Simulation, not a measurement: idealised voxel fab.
Documented hereafter: the process module known as voxel capacitor over wiring.
Xsec cut, 300 nm wide, square cell size 5 nm.
A cross-section in this document is a grid of square cells, and it is written down as bands, the top band listed before the ones below it; a band is made up of one or more rows of cells.
Each band's line starts with the height of the band's top and of its bottom, in nm. Then come its materials from left to right, each with its width in nm. One material with "all across" fills the band from edge to edge. "air" is empty space.
Height datum 0, below which the as-received substrate wafer is one material. Lowest band open at the bottom, running downward: "0..down".
Per-row width for "30 to 40": begins at first number (top row of band), ends at second number (bottom row), increment between rows held constant.
It should be understood that the words "nothing was modified", when stated for a given step, signify that the cross-section underwent no change in any of its cells during that step.
The label "Trapped void list" introduces a list of the empty spaces, 8 cells or larger, that have no open way up to the top; each entry in it reads width x height at distance, where the distance is taken from the left edge and all three are stated in nm.
Formally, on a step line, whatever follows the settings is a remark that the simulator itself makes on the step.
"overlay nm" answers the question of how far to the right of plan the mask lay on a step that has a mask, and when it is negative the answer is to the left.
Each pair of cross-sections that follows straddles one process step: the one shows the state before the step, the other the state after it, down to the lowest band that changed and no further. The step in question, and its settings, are given under the pair. Note that a pair is not necessarily a continuation of the pair above it, since pairs can come from different runs of this module on the same starting wafer; it is a continuation only where its entry headed "Before processing step" says so.

Before processing step:
> 95..80  air (100), aC (75), air (125)
> 80..75  air (100), TiN (75), air (125)
> 75..70  HfO2 all across
> 70..65  TiN all across
> 65..45  lowk (100), TiN (5), Ru (5), TiN (5), lowk (185)
> 45..40  SiCN (100), TiN (15), SiCN (185)
> 40..35  lowk (95), TiN (5), Cu (10), TiN (5), lowk (70), TiN (5), Cu (10), TiN (5), lowk (95)
> 35..30  SiN (95), TiN (20), SiN (70), TiN (20), SiN (95)
> 30..0  SiO2 all across
> 0..down  Si all across
> Trapped void list: none

after:
> 95..80  air (100), aC (75), air (125)
> 80..75  air (100), TiN (75), air (125)
> 75..70  air (100), HfO2 (75), air (125)
> Rest of section, below 70: as before.
> Trapped void list: none
Between the two cross-sections shown above lies DIRECTIONAL_ETCH with etch materials HfO2, depth nm 5

Before processing step: the wafer arrives at this step looking as the after cross-section in the pair just above shows it.

after:
> 80..75  air (100), TiN (75), air (125)
> Rest of section, below 75: as before.
> Trapped void list: none
Between the two cross-sections shown above lies STRIP with etch materials aC

Before processing step: the wafer arrives at this step looking as the after cross-section in the pair just above shows it.

after:
> 80..75  air (100), TiN (75), air (125)
> 75..70  air (100), HfO2 (75), air (125)
> 70..65  air (95), TiN (85), air (120)
> Rest of section, below 65: as before.
> Trapped void list: none
Between the two cross-sections shown above lies MASKED_ETCH with tone cover, mask id LOWER_PLATE, width nm 85, etch materials TiN, depth nm 5, overlay nm 0

Before processing step: the wafer arrives at this step looking as the after cross-section in the pair just above shows it.

after:
> 95..80  SiO2 all across
> 80..75  SiO2 (100), TiN (75), SiO2 (125)
> 75..70  SiO2 (100), HfO2 (75), SiO2 (125)
> 70..65  SiO2 (95), TiN (85), SiO2 (120)
> Rest of section, below 65: as before.
> Trapped void list: none
Between the two cross-sections shown above lies FILL_DEP with material SiO2, thk nm 15

Before processing step: the wafer arrives at this step looking as the after cross-section in the pair just above shows it.

after:
> 90..80  SiO2 all across
> Rest of section, below 80: as before.
> Trapped void list: none
Between the two cross-sections shown above lies CMP with height nm 90

Before processing step: the wafer arrives at this step looking as the after cross-section in the pair just above shows it.

after:
> 90..80  SiO2 (110), air (15), SiO2 (175)
> Rest of section, below 80: as before.
> Trapped void list: none
Between the two cross-sections shown above lies MASKED_ETCH with tone open, mask id PLUG_2, width nm 15, etch materials SiO2, depth nm 10, overlay nm 0

Before processing step: the wafer arrives at this step looking as the after cross-section in the pair just above shows it.

after:
> 95..90  TiN (115), air (5), TiN (180)
> 90..85  SiO2 (110), TiN (5), air (5), TiN (5), SiO2 (175)
> 85..75  SiO2 (110 to 100), TiN (15 to 75), SiO2 (175 to 125)
> Rest of section, below 75: as before.
> Trapped void list: none
Between the two cross-sections shown above lies CONFORMAL_DEP with material TiN, thk nm 5

Before processing step: the wafer arrives at this step looking as the after cross-section in the pair just above shows it.

after:
> 105..95  Cu all across
> 95..90  TiN (115), Cu (5), TiN (180)
> 90..85  SiO2 (110), TiN (5), Cu (5), TiN (5), SiO2 (175)
> Rest of section, below 85: as before.
> Trapped void list: none
Between the two cross-sections shown above lies FILL_DEP with material Cu, thk nm 10

Before processing step: the wafer arrives at this step looking as the after cross-section in the pair just above shows it.

after:
> 90..85  SiO2 (110), TiN (5), Cu (5), TiN (5), SiO2 (175)
> Rest of section, below 85: as before.
> Trapped void list: none
Between the two cross-sections shown above lies CMP with height nm 90

Before processing step: the wafer arrives at this step looking as the after cross-section in the pair just above shows it.

after:
> 95..90  SiCN all across
> Rest of section, below 90: as before.
> Trapped void list: none
Between the two cross-sections shown above lies CONFORMAL_DEP with material SiCN, thk nm 5

Before processing step:
> 65..45  lowk (100), TiN (5), Ru (5), TiN (5), lowk (185)
> 45..40  SiCN (100), TiN (15), SiCN (185)
> 40..20  lowk (95), TiN (5), Cu (10), TiN (5), lowk (70), TiN (5), Cu (10), TiN (5), lowk (95)
> 20..15  SiN (95), TiN (20), SiN (70), TiN (20), SiN (95)
> 15..0  SiO2 all across
> 0..down  Si all across
> Trapped void list: none

after:
> 70..65  HfO2 all across
> Rest of section, below 65: as before.
> Trapped void list: none
Between the two cross-sections shown above lies DIRECTIONAL_DEP with material HfO2, thk nm 5

Before processing step: the wafer arrives at this step looking as the after cross-section in the pair just above shows it.

after:
> 75..70  TiN all across
> Rest of section, below 70: as before.
> Trapped void list: none
Between the two cross-sections shown above lies DIRECTIONAL_DEP with material TiN, thk nm 5

Before processing step: the wafer arrives at this step looking as the after cross-section in the pair just above shows it.

after:
> 80..70  TiN all across
> Rest of section, below 70: as before.
> Trapped void list: none
Between the two cross-sections shown above lies DIRECTIONAL_DEP with material TiN, thk nm 5

Before processing step: the wafer arrives at this step looking as the after cross-section in the pair just above shows it.

after:
> 95..80  aC all across
> Rest of section, below 80: as before.
> Trapped void list: none
Between the two cross-sections shown above lies DIRECTIONAL_DEP with material aC, thk nm 15

Before processing step: the wafer arrives at this step looking as the after cross-section in the pair just above shows it.

after:
> 130..95  air (100), resist (75), air (125)
> Rest of section, below 95: as before.
> Trapped void list: none
Between the two cross-sections shown above lies PATTERN with tone cover, mask id UPPER_PLATE, material resist, width nm 75, thk nm 35, overlay nm 0

Before processing step: the wafer arrives at this step looking as the after cross-section in the pair just above shows it.

after:
> 115..95  air (100), resist (75), air (125)
> 95..80  air (100), aC (75), air (125)
> Rest of section, below 80: as before.
> Trapped void list: none
Between the two cross-sections shown above lies DIRECTIONAL_ETCH with etch materials aC, depth nm 15

Before processing step: the wafer arrives at this step looking as the after cross-section in the pair just above shows it.

after:
> 95..80  air (100), aC (75), air (125)
> Rest of section, below 80: as before.
> Trapped void list: none
Between the two cross-sections shown above lies STRIP with etch materials resist

Before processing step: the wafer arrives at this step looking as the after cross-section in the pair just above shows it.

after:
> 95..80  air (100), aC (75), air (125)
> 80..75  air (100), TiN (75), air (125)
> Rest of section, below 75: as before.
> Trapped void list: none
Between the two cross-sections shown above lies DIRECTIONAL_ETCH with etch materials TiN, depth nm 5

Before processing step: the wafer arrives at this step looking as the after cross-section in the pair just above shows it.

after:
> 80..75  air (100), TiN (75), air (125)
> Rest of section, below 75: as before.
> Trapped void list: none
Between the two cross-sections shown above lies STRIP with etch materials aC

Before processing step: the wafer arrives at this step looking as the after cross-section in the pair just above shows it.

after:
> 80..70  air (100 to 95), TiN (75 to 85), air (125 to 120)
> Rest of section, below 70: as before.
> Trapped void list: none
Between the two cross-sections shown above lies MASKED_ETCH with tone cover, mask id LOWER_PLATE, width nm 85, etch materials TiN, depth nm 5, overlay nm 0

Before processing step: the wafer arrives at this step looking as the after cross-section in the pair just above shows it.

after:
> 95..80  SiO2 all across
> 80..70  SiO2 (100 to 95), TiN (75 to 85), SiO2 (125 to 120)
> Rest of section, below 70: as before.
> Trapped void list: none
Between the two cross-sections shown above lies FILL_DEP with material SiO2, thk nm 15

Before processing step: the wafer arrives at this step looking as the after cross-section in the pair just above shows it.

after:
> 90..80  SiO2 all across
> Rest of section, below 80: as before.
> Trapped void list: none
Between the two cross-sections shown above lies CMP with height nm 90

Before processing step: the wafer arrives at this step looking as the after cross-section in the pair just above shows it.

after:
> 90..80  SiO2 (110), air (15), SiO2 (175)
> Rest of section, below 80: as before.
> Trapped void list: none
Between the two cross-sections shown above lies MASKED_ETCH with tone open, mask id PLUG_2, width nm 15, etch materials SiO2, depth nm 10, overlay nm 0

Before processing step: the wafer arrives at this step looking as the after cross-section in the pair just above shows it.

after:
> 95..90  TiN (115), air (5), TiN (180)
> 90..85  SiO2 (110), TiN (5), air (5), TiN (5), SiO2 (175)
> 85..75  SiO2 (110 to 100), TiN (15 to 75), SiO2 (175 to 125)
> Rest of section, below 75: as before.
> Trapped void list: none
Between the two cross-sections shown above lies CONFORMAL_DEP with material TiN, thk nm 5

Before processing step: the wafer arrives at this step looking as the after cross-section in the pair just above shows it.

after:
> 105..95  Cu all across
> 95..90  TiN (115), Cu (5), TiN (180)
> 90..85  SiO2 (110), TiN (5), Cu (5), TiN (5), SiO2 (175)
> Rest of section, below 85: as before.
> Trapped void list: none
Between the two cross-sections shown above lies FILL_DEP with material Cu, thk nm 10

Before processing step: the wafer arrives at this step looking as the after cross-section in the pair just above shows it.

after:
> 90..85  SiO2 (110), TiN (5), Cu (5), TiN (5), SiO2 (175)
> Rest of section, below 85: as before.
> Trapped void list: none
Between the two cross-sections shown above lies CMP with height nm 90

Before processing step: the wafer arrives at this step looking as the after cross-section in the pair just above shows it.

after:
> 95..90  SiCN all across
> Rest of section, below 90: as before.
> Trapped void list: none
Between the two cross-sections shown above lies CONFORMAL_DEP with material SiCN, thk nm 5

Before processing step:
> 75..70  HfO2 all across
> 70..65  TiN all across
> 65..45  lowk (100), TiN (5), Ru (5), TiN (5), lowk (185)
> 45..40  SiCN (100), TiN (15), SiCN (185)
> 40..20  lowk (95), TiN (5), Cu (10), TiN (5), lowk (70), TiN (5), Cu (10), TiN (5), lowk (95)
> 20..15  SiN (95), TiN (20), SiN (70), TiN (20), SiN (95)
> 15..0  SiO2 all across
> 0..down  Si all across
> Trapped void list: none

after:
> 90..75  TiN all across
> Rest of section, below 75: as before.
> Trapped void list: none
Between the two cross-sections shown above lies DIRECTIONAL_DEP with material TiN, thk nm 15

Before processing step: the wafer arrives at this step looking as the after cross-section in the pair just above shows it.

after:
> 105..90  aC all across
> Rest of section, below 90: as before.
> Trapped void list: none
Between the two cross-sections shown above lies DIRECTIONAL_DEP with material aC, thk nm 15

Before processing step: the wafer arrives at this step looking as the after cross-section in the pair just above shows it.

after:
> 140..105  air (100), resist (75), air (125)
> Rest of section, below 105: as before.
> Trapped void list: none
Between the two cross-sections shown above lies PATTERN with tone cover, mask id UPPER_PLATE, material resist, width nm 75, thk nm 35, overlay nm 0

Before processing step: the wafer arrives at this step looking as the after cross-section in the pair just above shows it.

after:
> 125..105  air (100), resist (75), air (125)
> 105..90  air (100), aC (75), air (125)
> Rest of section, below 90: as before.
> Trapped void list: none
Between the two cross-sections shown above lies DIRECTIONAL_ETCH with etch materials aC, depth nm 15

Before processing step: the wafer arrives at this step looking as the after cross-section in the pair just above shows it.

after:
> 105..90  air (100), aC (75), air (125)
> Rest of section, below 90: as before.
> Trapped void list: none
Between the two cross-sections shown above lies STRIP with etch materials resist

Before processing step: the wafer arrives at this step looking as the after cross-section in the pair just above shows it.

after:
> 105..90  air (100), aC (75), air (125)
> 90..85  air (100), TiN (75), air (125)
> Rest of section, below 85: as before.
> Trapped void list: none
Between the two cross-sections shown above lies DIRECTIONAL_ETCH with etch materials TiN, depth nm 5

Before processing step: the wafer arrives at this step looking as the after cross-section in the pair just above shows it.

after:
> 90..85  air (100), TiN (75), air (125)
> Rest of section, below 85: as before.
> Trapped void list: none
Between the two cross-sections shown above lies STRIP with etch materials aC

Before processing step: the wafer arrives at this step looking as the after cross-section in the pair just above shows it.

after:
> 90..80  air (100 to 95), TiN (75 to 85), air (125 to 120)
> Rest of section, below 80: as before.
> Trapped void list: none
Between the two cross-sections shown above lies MASKED_ETCH with tone cover, mask id LOWER_PLATE, width nm 85, etch materials TiN, depth nm 5, overlay nm 0

Before processing step: the wafer arrives at this step looking as the after cross-section in the pair just above shows it.

after:
> 105..90  SiO2 all across
> 90..80  SiO2 (100 to 95), TiN (75 to 85), SiO2 (125 to 120)
> Rest of section, below 80: as before.
> Trapped void list: none
Between the two cross-sections shown above lies FILL_DEP with material SiO2, thk nm 15

Before processing step: the wafer arrives at this step looking as the after cross-section in the pair just above shows it.

after:
> 90..80  SiO2 (100 to 95), TiN (75 to 85), SiO2 (125 to 120)
> Rest of section, below 80: as before.
> Trapped void list: none
Between the two cross-sections shown above lies CMP with height nm 90

Before processing step: the wafer arrives at this step looking as the after cross-section in the pair just above shows it.

after:
> 95..90  TiN all across
> Rest of section, below 90: as before.
> Trapped void list: none
Between the two cross-sections shown above lies CONFORMAL_DEP with material TiN, thk nm 5

Before processing step: the wafer arrives at this step looking as the after cross-section in the pair just above shows it.

after:
> 105..95  Cu all across
> Rest of section, below 95: as before.
> Trapped void list: none
Between the two cross-sections shown above lies FILL_DEP with material Cu, thk nm 10

Before processing step: the wafer arrives at this step looking as the after cross-section in the pair just above shows it.

after:
> 90..80  SiO2 (100 to 95), TiN (75 to 85), SiO2 (125 to 120)
> Rest of section, below 80: as before.
> Trapped void list: none
Between the two cross-sections shown above lies CMP with height nm 90

Before processing step: the wafer arrives at this step looking as the after cross-section in the pair just above shows it.

after:
> 95..90  SiCN all across
> Rest of section, below 90: as before.
> Trapped void list: none
Between the two cross-sections shown above lies CONFORMAL_DEP with material SiCN, thk nm 5

Before processing step:
> 95..80  aC all across
> 80..75  TiN all across
> 75..70  HfO2 all across
> 70..65  TiN all across
> 65..45  lowk (100), TiN (5), Ru (5), TiN (5), lowk (185)
> 45..40  SiCN (100), TiN (15), SiCN (185)
> 40..20  lowk (95), TiN (5), Cu (10), TiN (5), lowk (70), TiN (5), Cu (10), TiN (5), lowk (95)
> 20..15  SiN (95), TiN (20), SiN (70), TiN (20), SiN (95)
> 15..0  SiO2 all across
> 0..down  Si all across
> Trapped void list: none

after:
> 130..95  air (100), resist (80), air (120)
> Rest of section, below 95: as before.
> Trapped void list: none
Between the two cross-sections shown above lies PATTERN with tone cover, mask id UPPER_PLATE, material resist, width nm 80, thk nm 35, overlay nm 0

Before processing step: the wafer arrives at this step looking as the after cross-section in the pair just above shows it.

after:
> 115..95  air (100), resist (80), air (120)
> 95..80  air (100), aC (80), air (120)
> Rest of section, below 80: as before.
> Trapped void list: none
Between the two cross-sections shown above lies DIRECTIONAL_ETCH with etch materials aC, depth nm 15

Before processing step: the wafer arrives at this step looking as the after cross-section in the pair just above shows it.

after:
> 95..80  air (100), aC (80), air (120)
> Rest of section, below 80: as before.
> Trapped void list: none
Between the two cross-sections shown above lies STRIP with etch materials resist

Before processing step: the wafer arrives at this step looking as the after cross-section in the pair just above shows it.

after:
> 95..80  air (100), aC (80), air (120)
> 80..75  air (100), TiN (80), air (120)
> Rest of section, below 75: as before.
> Trapped void list: none
Between the two cross-sections shown above lies DIRECTIONAL_ETCH with etch materials TiN, depth nm 5

Before processing step: the wafer arrives at this step looking as the after cross-section in the pair just above shows it.

after:
> 95..80  air (100), aC (80), air (120)
> 80..75  air (100), TiN (80), air (120)
> 75..70  air (100), HfO2 (80), air (120)
> Rest of section, below 70: as before.
> Trapped void list: none
Between the two cross-sections shown above lies DIRECTIONAL_ETCH with etch materials HfO2, depth nm 5

Before processing step: the wafer arrives at this step looking as the after cross-section in the pair just above shows it.

after:
> 80..75  air (100), TiN (80), air (120)
> Rest of section, below 75: as before.
> Trapped void list: none
Between the two cross-sections shown above lies STRIP with etch materials aC

Before processing step: the wafer arrives at this step looking as the after cross-section in the pair just above shows it.

after:
> 80..75  air (100), TiN (80), air (120)
> 75..70  air (100), HfO2 (80), air (120)
> 70..65  air (95), TiN (85), air (120)
> Rest of section, below 65: as before.
> Trapped void list: none
Between the two cross-sections shown above lies MASKED_ETCH with tone cover, mask id LOWER_PLATE, width nm 85, etch materials TiN, depth nm 5, overlay nm 0

Before processing step: the wafer arrives at this step looking as the after cross-section in the pair just above shows it.

after:
> 95..80  SiO2 all across
> 80..75  SiO2 (100), TiN (80), SiO2 (120)
> 75..70  SiO2 (100), HfO2 (80), SiO2 (120)
> 70..65  SiO2 (95), TiN (85), SiO2 (120)
> Rest of section, below 65: as before.
> Trapped void list: none
Between the two cross-sections shown above lies FILL_DEP with material SiO2, thk nm 15

Before processing step: the wafer arrives at this step looking as the after cross-section in the pair just above shows it.

after:
> 90..80  SiO2 all across
> Rest of section, below 80: as before.
> Trapped void list: none
Between the two cross-sections shown above lies CMP with height nm 90

Before processing step: the wafer arrives at this step looking as the after cross-section in the pair just above shows it.

after:
> 90..80  SiO2 (110), air (15), SiO2 (175)
> Rest of section, below 80: as before.
> Trapped void list: none
Between the two cross-sections shown above lies MASKED_ETCH with tone open, mask id PLUG_2, width nm 15, etch materials SiO2, depth nm 10, overlay nm 0

Before processing step: the wafer arrives at this step looking as the after cross-section in the pair just above shows it.

after:
> 95..90  TiN (115), air (5), TiN (180)
> 90..85  SiO2 (110), TiN (5), air (5), TiN (5), SiO2 (175)
> 85..75  SiO2 (110 to 100), TiN (15 to 80), SiO2 (175 to 120)
> Rest of section, below 75: as before.
> Trapped void list: none
Between the two cross-sections shown above lies CONFORMAL_DEP with material TiN, thk nm 5

Before processing step: the wafer arrives at this step looking as the after cross-section in the pair just above shows it.

after:
> 105..95  Cu all across
> 95..90  TiN (115), Cu (5), TiN (180)
> 90..85  SiO2 (110), TiN (5), Cu (5), TiN (5), SiO2 (175)
> Rest of section, below 85: as before.
> Trapped void list: none
Between the two cross-sections shown above lies FILL_DEP with material Cu, thk nm 10

Before processing step: the wafer arrives at this step looking as the after cross-section in the pair just above shows it.

after:
> 90..85  SiO2 (110), TiN (5), Cu (5), TiN (5), SiO2 (175)
> Rest of section, below 85: as before.
> Trapped void list: none
Between the two cross-sections shown above lies CMP with height nm 90

Before processing step: the wafer arrives at this step looking as the after cross-section in the pair just above shows it.

after:
> 95..90  SiCN all across
> Rest of section, below 90: as before.
> Trapped void list: none
Between the two cross-sections shown above lies CONFORMAL_DEP with material SiCN, thk nm 5

Before processing step:
> 95..80  aC all across
> 80..75  TiN all across
> 75..70  HfO2 all across
> 70..65  TiN all across
> 65..45  lowk (100), TiN (5), Ru (5), TiN (5), lowk (185)
> 45..40  SiCN (100), TiN (15), SiCN (185)
> 40..20  lowk (95), TiN (5), Cu (10), TiN (5), lowk (70), TiN (5), Cu (10), TiN (5), lowk (95)
> 20..15  SiN (95), TiN (20), SiN (70), TiN (20), SiN (95)
> 15..0  SiO2 all across
> 0..down  Si all across
> Trapped void list: none

after:
> 130..95  air (110), resist (75), air (115)
> Rest of section, below 95: as before.
> Trapped void list: none
Between the two cross-sections shown above lies PATTERN with tone cover, mask id UPPER_PLATE, material resist, width nm 75, thk nm 35, overlay nm 10

Before processing step: the wafer arrives at this step looking as the after cross-section in the pair just above shows it.

after:
> 115..95  air (110), resist (75), air (115)
> 95..80  air (110), aC (75), air (115)
> Rest of section, below 80: as before.
> Trapped void list: none
Between the two cross-sections shown above lies DIRECTIONAL_ETCH with etch materials aC, depth nm 15

Before processing step: the wafer arrives at this step looking as the after cross-section in the pair just above shows it.

after:
> 95..80  air (110), aC (75), air (115)
> Rest of section, below 80: as before.
> Trapped void list: none
Between the two cross-sections shown above lies STRIP with etch materials resist

Before processing step: the wafer arrives at this step looking as the after cross-section in the pair just above shows it.

after:
> 95..80  air (110), aC (75), air (115)
> 80..75  air (110), TiN (75), air (115)
> Rest of section, below 75: as before.
> Trapped void list: none
Between the two cross-sections shown above lies DIRECTIONAL_ETCH with etch materials TiN, depth nm 5

Before processing step: the wafer arrives at this step looking as the after cross-section in the pair just above shows it.

after:
> 95..80  air (110), aC (75), air (115)
> 80..75  air (110), TiN (75), air (115)
> 75..70  air (110), HfO2 (75), air (115)
> Rest of section, below 70: as before.
> Trapped void list: none
Between the two cross-sections shown above lies DIRECTIONAL_ETCH with etch materials HfO2, depth nm 5

Before processing step: the wafer arrives at this step looking as the after cross-section in the pair just above shows it.

after:
> 80..75  air (110), TiN (75), air (115)
> Rest of section, below 75: as before.
> Trapped void list: none
Between the two cross-sections shown above lies STRIP with etch materials aC

Before processing step: the wafer arrives at this step looking as the after cross-section in the pair just above shows it.

after:
> 80..75  air (110), TiN (70), air (120)
> 75..70  air (110), HfO2 (75), air (115)
> 70..65  air (95), TiN (90), air (115)
> Rest of section, below 65: as before.
> Trapped void list: none
Between the two cross-sections shown above lies MASKED_ETCH with tone cover, mask id LOWER_PLATE, width nm 85, etch materials TiN, depth nm 5, overlay nm 0

Before processing step: the wafer arrives at this step looking as the after cross-section in the pair just above shows it.

after:
> 95..80  SiO2 all across
> 80..75  SiO2 (110), TiN (70), SiO2 (120)
> 75..70  SiO2 (110), HfO2 (75), SiO2 (115)
> 70..65  SiO2 (95), TiN (90), SiO2 (115)
> Rest of section, below 65: as before.
> Trapped void list: none
Between the two cross-sections shown above lies FILL_DEP with material SiO2, thk nm 15

Before processing step: the wafer arrives at this step looking as the after cross-section in the pair just above shows it.

after:
> 90..80  SiO2 all across
> Rest of section, below 80: as before.
> Trapped void list: none
Between the two cross-sections shown above lies CMP with height nm 90

Before processing step: the wafer arrives at this step looking as the after cross-section in the pair just above shows it.

after:
> 90..80  SiO2 (110), air (15), SiO2 (175)
> Rest of section, below 80: as before.
> Trapped void list: none
Between the two cross-sections shown above lies MASKED_ETCH with tone open, mask id PLUG_2, width nm 15, etch materials SiO2, depth nm 10, overlay nm 0

Before processing step: the wafer arrives at this step looking as the after cross-section in the pair just above shows it.

after:
> 95..90  TiN (115), air (5), TiN (180)
> 90..85  SiO2 (110), TiN (5), air (5), TiN (5), SiO2 (175)
> 85..75  SiO2 (110), TiN (15 to 70), SiO2 (175 to 120)
> Rest of section, below 75: as before.
> Trapped void list: none
Between the two cross-sections shown above lies CONFORMAL_DEP with material TiN, thk nm 5

Before processing step: the wafer arrives at this step looking as the after cross-section in the pair just above shows it.

after:
> 105..95  Cu all across
> 95..90  TiN (115), Cu (5), TiN (180)
> 90..85  SiO2 (110), TiN (5), Cu (5), TiN (5), SiO2 (175)
> Rest of section, below 85: as before.
> Trapped void list: none
Between the two cross-sections shown above lies FILL_DEP with material Cu, thk nm 10

Before processing step: the wafer arrives at this step looking as the after cross-section in the pair just above shows it.

after:
> 90..85  SiO2 (110), TiN (5), Cu (5), TiN (5), SiO2 (175)
> Rest of section, below 85: as before.
> Trapped void list: none
Between the two cross-sections shown above lies CMP with height nm 90

Before processing step: the wafer arrives at this step looking as the after cross-section in the pair just above shows it.

after:
> 95..90  SiCN all across
> Rest of section, below 90: as before.
> Trapped void list: none
Between the two cross-sections shown above lies CONFORMAL_DEP with material SiCN, thk nm 5

Before processing step:
> 65..45  lowk (100), TiN (5), Ru (5), TiN (5), lowk (185)
> 45..40  SiCN (100), TiN (15), SiCN (185)
> 40..20  lowk (95), TiN (5), Cu (10), TiN (5), lowk (70), TiN (5), Cu (10), TiN (5), lowk (95)
> 20..15  SiN (95), TiN (20), SiN (70), TiN (20), SiN (95)
> 15..0  SiO2 all across
> 0..down  Si all across
> Trapped void list: none

after:
> 70..65  SiN all across
> Rest of section, below 65: as before.
> Trapped void list: none
Between the two cross-sections shown above lies DIRECTIONAL_DEP with material SiN, thk nm 5

Before processing step: the wafer arrives at this step looking as the after cross-section in the pair just above shows it.

after:
> 75..70  HfO2 all across
> Rest of section, below 70: as before.
> Trapped void list: none
Between the two cross-sections shown above lies DIRECTIONAL_DEP with material HfO2, thk nm 5

Before processing step: the wafer arrives at this step looking as the after cross-section in the pair just above shows it.

after:
> 80..75  TiN all across
> Rest of section, below 75: as before.
> Trapped void list: none
Between the two cross-sections shown above lies DIRECTIONAL_DEP with material TiN, thk nm 5

Before processing step: the wafer arrives at this step looking as the after cross-section in the pair just above shows it.

after:
> 95..80  aC all across
> Rest of section, below 80: as before.
> Trapped void list: none
Between the two cross-sections shown above lies DIRECTIONAL_DEP with material aC, thk nm 15

Before processing step: the wafer arrives at this step looking as the after cross-section in the pair just above shows it.

after:
> 130..95  air (100), resist (75), air (125)
> Rest of section, below 95: as before.
> Trapped void list: none
Between the two cross-sections shown above lies PATTERN with tone cover, mask id UPPER_PLATE, material resist, width nm 75, thk nm 35, overlay nm 0

Before processing step: the wafer arrives at this step looking as the after cross-section in the pair just above shows it.

after:
> 115..95  air (100), resist (75), air (125)
> 95..80  air (100), aC (75), air (125)
> Rest of section, below 80: as before.
> Trapped void list: none
Between the two cross-sections shown above lies DIRECTIONAL_ETCH with etch materials aC, depth nm 15

Before processing step: the wafer arrives at this step looking as the after cross-section in the pair just above shows it.

after:
> 95..80  air (100), aC (75), air (125)
> Rest of section, below 80: as before.
> Trapped void list: none
Between the two cross-sections shown above lies STRIP with etch materials resist

Before processing step: the wafer arrives at this step looking as the after cross-section in the pair just above shows it.

after:
> 95..80  air (100), aC (75), air (125)
> 80..75  air (100), TiN (75), air (125)
> Rest of section, below 75: as before.
> Trapped void list: none
Between the two cross-sections shown above lies DIRECTIONAL_ETCH with etch materials TiN, depth nm 5

Before processing step: the wafer arrives at this step looking as the after cross-section in the pair just above shows it.

after:
> 95..80  air (100), aC (75), air (125)
> 80..75  air (100), TiN (75), air (125)
> 75..70  air (100), HfO2 (75), air (125)
> Rest of section, below 70: as before.
> Trapped void list: none
Between the two cross-sections shown above lies DIRECTIONAL_ETCH with etch materials HfO2, depth nm 5

Before processing step: the wafer arrives at this step looking as the after cross-section in the pair just above shows it.

after:
> 80..75  air (100), TiN (75), air (125)
> Rest of section, below 75: as before.
> Trapped void list: none
Between the two cross-sections shown above lies STRIP with etch materials aC

Before processing step: the wafer arrives at this step looking as the after cross-section in the pair just above shows it.

after:
> 95..80  SiO2 all across
> 80..75  SiO2 (100), TiN (75), SiO2 (125)
> 75..70  SiO2 (100), HfO2 (75), SiO2 (125)
> Rest of section, below 70: as before.
> Trapped void list: none
Between the two cross-sections shown above lies FILL_DEP with material SiO2, thk nm 15

Before processing step: the wafer arrives at this step looking as the after cross-section in the pair just above shows it.

after:
> 90..80  SiO2 all across
> Rest of section, below 80: as before.
> Trapped void list: none
Between the two cross-sections shown above lies CMP with height nm 90

Before processing step: the wafer arrives at this step looking as the after cross-section in the pair just above shows it.

after:
> 90..80  SiO2 (110), air (15), SiO2 (175)
> Rest of section, below 80: as before.
> Trapped void list: none
Between the two cross-sections shown above lies MASKED_ETCH with tone open, mask id PLUG_2, width nm 15, etch materials SiO2, depth nm 10, overlay nm 0

Before processing step: the wafer arrives at this step looking as the after cross-section in the pair just above shows it.

after:
> 95..90  TiN (115), air (5), TiN (180)
> 90..85  SiO2 (110), TiN (5), air (5), TiN (5), SiO2 (175)
> 85..75  SiO2 (110 to 100), TiN (15 to 75), SiO2 (175 to 125)
> Rest of section, below 75: as before.
> Trapped void list: none
Between the two cross-sections shown above lies CONFORMAL_DEP with material TiN, thk nm 5

Before processing step: the wafer arrives at this step looking as the after cross-section in the pair just above shows it.

after:
> 105..95  Cu all across
> 95..90  TiN (115), Cu (5), TiN (180)
> 90..85  SiO2 (110), TiN (5), Cu (5), TiN (5), SiO2 (175)
> Rest of section, below 85: as before.
> Trapped void list: none
Between the two cross-sections shown above lies FILL_DEP with material Cu, thk nm 10

Before processing step: the wafer arrives at this step looking as the after cross-section in the pair just above shows it.

after:
> 90..85  SiO2 (110), TiN (5), Cu (5), TiN (5), SiO2 (175)
> Rest of section, below 85: as before.
> Trapped void list: none
Between the two cross-sections shown above lies CMP with height nm 90

Before processing step: the wafer arrives at this step looking as the after cross-section in the pair just above shows it.

after:
> 95..90  SiCN all across
> Rest of section, below 90: as before.
> Trapped void list: none
Between the two cross-sections shown above lies CONFORMAL_DEP with material SiCN, thk nm 5

Before processing step:
> 90..80  SiO2 all across
> 80..75  SiO2 (100), TiN (75), SiO2 (125)
> 75..70  SiO2 (100), HfO2 (75), SiO2 (125)
> 70..65  SiO2 (95), TiN (85), SiO2 (120)
> 65..45  lowk (100), TiN (5), Ru (5), TiN (5), lowk (185)
> 45..40  SiCN (100), TiN (15), SiCN (185)
> 40..20  lowk (95), TiN (5), Cu (10), TiN (5), lowk (70), TiN (5), Cu (10), TiN (5), lowk (95)
> 20..15  SiN (95), TiN (20), SiN (70), TiN (20), SiN (95)
> 15..0  SiO2 all across
> 0..down  Si all across
> Trapped void list: none

after:
> 90..80  air (110), SiO2 (15), air (175)
> Rest of section, below 80: as before.
> Trapped void list: none
Between the two cross-sections shown above lies MASKED_ETCH with tone cover, mask id PLUG_2, width nm 15, etch materials SiO2, depth nm 10, overlay nm 0

Before processing step: the wafer arrives at this step looking as the after cross-section in the pair just above shows it.

after:
> 95..90  air (105), TiN (25), air (170)
> 90..85  air (105), TiN (5), SiO2 (15), TiN (5), air (170)
> 85..80  TiN (110), SiO2 (15), TiN (175)
> Rest of section, below 80: as before.
> Trapped void list: none
Between the two cross-sections shown above lies CONFORMAL_DEP with material TiN, thk nm 5

Before processing step: the wafer arrives at this step looking as the after cross-section in the pair just above shows it.

after:
> 105..95  Cu all across
> 95..90  Cu (105), TiN (25), Cu (170)
> 90..85  Cu (105), TiN (5), SiO2 (15), TiN (5), Cu (170)
> Rest of section, below 85: as before.
> Trapped void list: none
Between the two cross-sections shown above lies FILL_DEP with material Cu, thk nm 10

Before processing step: the wafer arrives at this step looking as the after cross-section in the pair just above shows it.

after:
> 90..85  Cu (105), TiN (5), SiO2 (15), TiN (5), Cu (170)
> Rest of section, below 85: as before.
> Trapped void list: none
Between the two cross-sections shown above lies CMP with height nm 90

Before processing step: the wafer arrives at this step looking as the after cross-section in the pair just above shows it.

after:
> 95..90  SiCN all across
> Rest of section, below 90: as before.
> Trapped void list: none
Between the two cross-sections shown above lies CONFORMAL_DEP with material SiCN, thk nm 5
